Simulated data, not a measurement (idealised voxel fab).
Proc. module: voxel wiring stack
For reference, the cross-section in this document is cut, with width 275 nm and square cells of 5 nm.
Format of a cross-section: grid, square cells. Given as bands. Order: top down. Band: one or more rows of cells. Each band's line starts with the height of the band's top and of its bottom, in nm. Then come its materials from left to right, each with its width in nm. One material with "edge to edge" fills the band from edge to edge. "empty" is empty space. The reference from which all heights are counted is 0, the level beneath which the as-received wafer is entirely one material; the lowest band, having no lower bound, proceeds downward and is written after the example "0 nm and below". A two-number width, for instance "30->40", indicates that the width is equal to the first number in the top row of the band and to the second number in the bottom row, and that it changes by a constant amount per row of cells. Key: "remained unchanged" - step with no changed cell in the cross-section. The label "Enclosed void catalog" introduces a list of the empty spaces, 8 cells or larger, that have no open way up to the top; each entry in it reads width x height at distance, where the distance is taken from the left edge and all three are stated in nm. On a step's line, text after the settings is the simulator commenting on that step. overlay nm, on a step with a mask: how far to the right of its planned place the mask lay; to the left if negative.

Plan:
| 1 | RECEIVE (material Si) |
| 2 | CONFORMAL_DEP (material SiO2; thk nm 15) |
| 3 | DIRECTIONAL_DEP (material TiN; thk nm 5) |
| 4 | DIRECTIONAL_DEP (material Ru; thk nm 25) |
| 5 | DIRECTIONAL_DEP (material aC; thk nm 15) |
| 6 | PATTERN (tone cover; mask id METAL_1; material resist; width nm 20; pitch nm 40; thk nm 30; overlay nm 0) |
| 7 | DIRECTIONAL_ETCH (etch materials aC; depth nm 15) |
| 8 | STRIP (etch materials resist) |
| 9 | DIRECTIONAL_ETCH (etch materials Ru; depth nm 25) |
| 10 | DIRECTIONAL_ETCH (etch materials TiN; depth nm 5) |
| 11 | STRIP (etch materials aC) |
| 12 | FILL_DEP (material SiO2; thk nm 5) |
| 13 | CMP (height nm 45) |
| 14 | CONFORMAL_DEP (material SiCN; thk nm 5) |
| 15 | DIRECTIONAL_DEP (material lowk; thk nm 30) |
| 16 | PATTERN (tone open; mask id METAL_2_HOLES; material resist; width nm 15; pitch nm 80; thk nm 15; overlay nm 0) |
| 17 | DIRECTIONAL_ETCH (etch materials lowk; depth nm 30) |
| 18 | STRIP (etch materials resist) |
| 19 | PATTERN (tone open; mask id METAL_2; material resist; width nm 20; pitch nm 40; thk nm 15; overlay nm 0) |
| 20 | DIRECTIONAL_ETCH (etch materials lowk; depth nm 20) |
| 21 | DIRECTIONAL_ETCH (etch materials SiCN; depth nm 5) |
| 22 | STRIP (etch materials resist) |
| 23 | CONFORMAL_DEP (material TiN; thk nm 5) |
| 24 | FILL_DEP (material Ru; thk nm 5) |
| 25 | CMP (height nm 80) |
| 26 | CONFORMAL_DEP (material SiCN; thk nm 5) |
| 27 | DIRECTIONAL_DEP (material SiO2; thk nm 35) |
| 28 | DIRECTIONAL_DEP (material aC; thk nm 10) |
| 29 | PATTERN (tone open; mask id METAL_3; material resist; width nm 20; pitch nm 40; thk nm 30; overlay nm 0) |
| 30 | DIRECTIONAL_ETCH (etch materials aC; depth nm 10) |
| 31 | STRIP (etch materials resist) |
| 32 | DIRECTIONAL_ETCH (etch materials SiO2; depth nm 20) |
| 33 | STRIP (etch materials aC) |
| 34 | MASKED_ETCH (tone open; mask id METAL_3_HOLES; width nm 15; pitch nm 80; etch materials SiO2; depth nm 15; overlay nm 0) |
| 35 | MASKED_ETCH (tone open; mask id METAL_3_HOLES; width nm 15; pitch nm 80; etch materials SiCN; depth nm 5; overlay nm 0) |
| 36 | CONFORMAL_DEP (material TiN; thk nm 5) |
| 37 | FILL_DEP (material Cu; thk nm 10) |
| 38 | CMP (height nm 120) |
| 39 | CONFORMAL_DEP (material SiN; thk nm 5) |

Wafer at receipt (post step 1), cross-section:
0 nm and below = Si edge to edge
Enclosed void catalog: none

Cross-section, first of two wafers, end of module, run as planned:
125 nm to 120 nm = SiN edge to edge
120 nm to 105 nm = SiO2=65; TiN=5; Cu=10; TiN=5; SiO2=20; TiN=5; Cu=10; TiN=5; SiO2=20; TiN=5; Cu=10; TiN=5; SiO2=20; TiN=5; Cu=10; TiN=5; SiO2=70
105 nm to 100 nm = SiO2=65; TiN=5; Cu=5; TiN=10; SiO2=20; TiN=20; SiO2=20; TiN=5; Cu=5; TiN=10; SiO2=20; TiN=20; SiO2=70
100 nm to 85 nm = SiO2=65; TiN=5; Cu=5; TiN=5; SiO2=65; TiN=5; Cu=5; TiN=5; SiO2=115
85 nm to 80 nm = SiCN=65; TiN=15; SiCN=65; TiN=15; SiCN=115
80 nm to 65 nm = lowk=65; TiN=5; Ru=10; TiN=5; lowk=20; TiN=5; Ru=10; TiN=5; lowk=20; TiN=5; Ru=10; TiN=5; lowk=20; TiN=5; Ru=10; TiN=5; lowk=70
65 nm to 60 nm = lowk=65; TiN=5; Ru=5; TiN=10; lowk=20; TiN=20; lowk=20; TiN=5; Ru=5; TiN=10; lowk=20; TiN=20; lowk=70
60 nm to 50 nm = lowk=65; TiN=5; Ru=5; TiN=5; lowk=65; TiN=5; Ru=5; TiN=5; lowk=115
50 nm to 45 nm = SiCN=65; TiN=15; SiCN=65; TiN=15; SiCN=115
45 nm to 20 nm = SiO2=65; Ru=20; SiO2=20; Ru=20; SiO2=20; Ru=20; SiO2=20; Ru=20; SiO2=70
20 nm to 15 nm = SiO2=65; TiN=20; SiO2=20; TiN=20; SiO2=20; TiN=20; SiO2=20; TiN=20; SiO2=70
15 nm to 0 nm = SiO2 edge to edge
0 nm and below = Si edge to edge
Enclosed void catalog: none

Same start, same plan as the first wafer - but one mistake in the run. Cross-section of the second of the two at the end of the module:
125 nm to 120 nm = SiN edge to edge
120 nm to 90 nm = SiO2=65; TiN=5; Cu=10; TiN=5; SiO2=20; TiN=5; Cu=10; TiN=5; SiO2=20; TiN=5; Cu=10; TiN=5; SiO2=20; TiN=5; Cu=10; TiN=5; SiO2=70
90 nm to 85 nm = SiO2=65; TiN=5; Cu=5; TiN=10; SiO2=20; TiN=20; SiO2=20; TiN=5; Cu=5; TiN=10; SiO2=20; TiN=20; SiO2=70
85 nm to 80 nm = SiCN=65; TiN=15; SiCN=65; TiN=15; SiCN=115
80 nm to 65 nm = lowk=65; TiN=5; Ru=10; TiN=5; lowk=20; TiN=5; Ru=10; TiN=5; lowk=20; TiN=5; Ru=10; TiN=5; lowk=20; TiN=5; Ru=10; TiN=5; lowk=70
65 nm to 60 nm = lowk=65; TiN=5; Ru=5; TiN=10; lowk=20; TiN=20; lowk=20; TiN=5; Ru=5; TiN=10; lowk=20; TiN=20; lowk=70
60 nm to 50 nm = lowk=65; TiN=5; Ru=5; TiN=5; lowk=65; TiN=5; Ru=5; TiN=5; lowk=115
50 nm to 45 nm = SiCN=65; TiN=15; SiCN=65; TiN=15; SiCN=115
45 nm to 20 nm = SiO2=65; Ru=20; SiO2=20; Ru=20; SiO2=20; Ru=20; SiO2=20; Ru=20; SiO2=70
20 nm to 15 nm = SiO2=65; TiN=20; SiO2=20; TiN=20; SiO2=20; TiN=20; SiO2=20; TiN=20; SiO2=70
15 nm to 0 nm = SiO2 edge to edge
0 nm and below = Si edge to edge
Enclosed void catalog: none
What was done differently from what was planned? step 32 in the plan was executed twice
It is noted that, at the conclusion of processing, the second wafer exhibits a higher or lower cell count for certain materials relative to the first: 18 more of Cu | 30 fewer of SiO2 | 12 more of TiN
